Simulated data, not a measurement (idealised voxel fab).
Process module under the name voxel trench capacitor
Pictured: cross-section cut, 260 nm wide, on a grid of 5 nm square cells.
In what follows, cross-sections appear as grids of square cells, described through bands that run from the top down, where every band is one or more rows of cells.
Each band's line starts with the height of the band's top and of its bottom, in nm. Then come its materials from left to right, each with its width in nm. One material with "all across" fills the band from edge to edge. "blank" is empty space.
For the purposes of this specification, 0 denotes the height below which the wafer in its as-received condition is composed wholly of one material, and the lowermost band, lacking a lower limit, extends downward without end, as expressed in "0 down".
Width "30->40": first value at the band's top row of cells, second value at its bottom row, equal change from row to row.
"changes: none" (step): cross-section cells unchanged, all of them.
What "Closed void catalog" gives you is every empty space of 8 cells or more that is cut off from the top. Each appears as width x height at distance, with the distance taken from the left edge and width, height and distance all in nm.
Post-settings text on a step line: simulator's own remark regarding the step.
"overlay nm" answers the question of how far to the right of plan the mask lay on a step that has a mask, and when it is negative the answer is to the left.
## Planned process steps
step 1: RECEIVE,material Si
step 2: CONFORMAL_DEP,material SiN,thk nm 5
step 3: DIRECTIONAL_DEP,material aC,thk nm 10
step 4: PATTERN,tone open,mask id TRENCH,material resist,width nm 20,pitch nm 40,thk nm 30,overlay nm 0
step 5: DIRECTIONAL_ETCH,etch materials aC,depth nm 10
step 6: STRIP,etch materials resist
step 7: DIRECTIONAL_ETCH,etch materials SiN,depth nm 5
step 8: DIRECTIONAL_ETCH,etch materials Si,depth nm 30
step 9: STRIP,etch materials aC
step 10: CONFORMAL_DEP,material Al2O3,thk nm 5
step 11: FILL_DEP,material polySi,thk nm 10
step 12: CMP,height nm 5
## Below: the first of two wafers, run as planned
## Step 1 complete: cross-section of the wafer as received
> 0 down = Si all across
> Closed void catalog: none
## Take a look at the wafer's cross-section after step 2
> 5 to 0 = SiN all across
> No changes below 0.
## Take a look at the wafer's cross-section after step 3
> 15 to 5 = aC all across
> No changes below 5.
## Take a look at the wafer's cross-section after step 4
> 45 to 15 = 100 of resist / 20 of blank / 20 of resist / 20 of blank / 100 of resist
> No changes below 15.
## Take a look at the wafer's cross-section after step 5
> 35 to 15 = 100 of resist / 20 of blank / 20 of resist / 20 of blank / 100 of resist
> 15 to 5 = 100 of aC / 20 of blank / 20 of aC / 20 of blank / 100 of aC
> No changes below 5.
## Take a look at the wafer's cross-section after step 6
> 15 to 5 = 100 of aC / 20 of blank / 20 of aC / 20 of blank / 100 of aC
> No changes below 5.
## Take a look at the wafer's cross-section after step 7
> 15 to 5 = 100 of aC / 20 of blank / 20 of aC / 20 of blank / 100 of aC
> 5 to 0 = 100 of SiN / 20 of blank / 20 of SiN / 20 of blank / 100 of SiN
> No changes below 0.
## Take a look at the wafer's cross-section after step 8
> 15 to 5 = 100 of aC / 20 of blank / 20 of aC / 20 of blank / 100 of aC
> 5 to 0 = 100 of SiN / 20 of blank / 20 of SiN / 20 of blank / 100 of SiN
> 0 to -30 = 100 of Si / 20 of blank / 20 of Si / 20 of blank / 100 of Si
> No changes below -30.
## Take a look at the wafer's cross-section after step 9
> 5 to 0 = 100 of SiN / 20 of blank / 20 of SiN / 20 of blank / 100 of SiN
> No changes below 0.
## Take a look at the wafer's cross-section after step 10
> 10 to 5 = 105 of Al2O3 / 10 of blank / 30 of Al2O3 / 10 of blank / 105 of Al2O3
> 5 to 0 = 100 of SiN / 5 of Al2O3 / 10 of blank / 5 of Al2O3 / 20 of SiN / 5 of Al2O3 / 10 of blank / 5 of Al2O3 / 100 of SiN
> 0 to -25 = 100 of Si / 5 of Al2O3 / 10 of blank / 5 of Al2O3 / 20 of Si / 5 of Al2O3 / 10 of blank / 5 of Al2O3 / 100 of Si
> -25 to -30 = 100 of Si / 20 of Al2O3 / 20 of Si / 20 of Al2O3 / 100 of Si
> No changes below -30.
## Take a look at the wafer's cross-section after step 11
> 20 to 10 = polySi all across
> 10 to 5 = 105 of Al2O3 / 10 of polySi / 30 of Al2O3 / 10 of polySi / 105 of Al2O3
> 5 to 0 = 100 of SiN / 5 of Al2O3 / 10 of polySi / 5 of Al2O3 / 20 of SiN / 5 of Al2O3 / 10 of polySi / 5 of Al2O3 / 100 of SiN
> 0 to -25 = 100 of Si / 5 of Al2O3 / 10 of polySi / 5 of Al2O3 / 20 of Si / 5 of Al2O3 / 10 of polySi / 5 of Al2O3 / 100 of Si
> No changes below -25.
## Take a look at the wafer's cross-section after step 12
> 5 to 0 = 100 of SiN / 5 of Al2O3 / 10 of polySi / 5 of Al2O3 / 20 of SiN / 5 of Al2O3 / 10 of polySi / 5 of Al2O3 / 100 of SiN
> No changes below 0.
## Regarding the second of the two wafers: it shared the first wafer's starting condition and process plan, yet one error occurred during its execution. Its history coincides with that of the first wafer up to and including step 11
Second wafer shown in cross-section at the time step 12 was slated to end: changes: none
Short version of what went wrong: plan step 12 skipped
at the end the second wafer has, in cells: Al2O3 +48, polySi +108
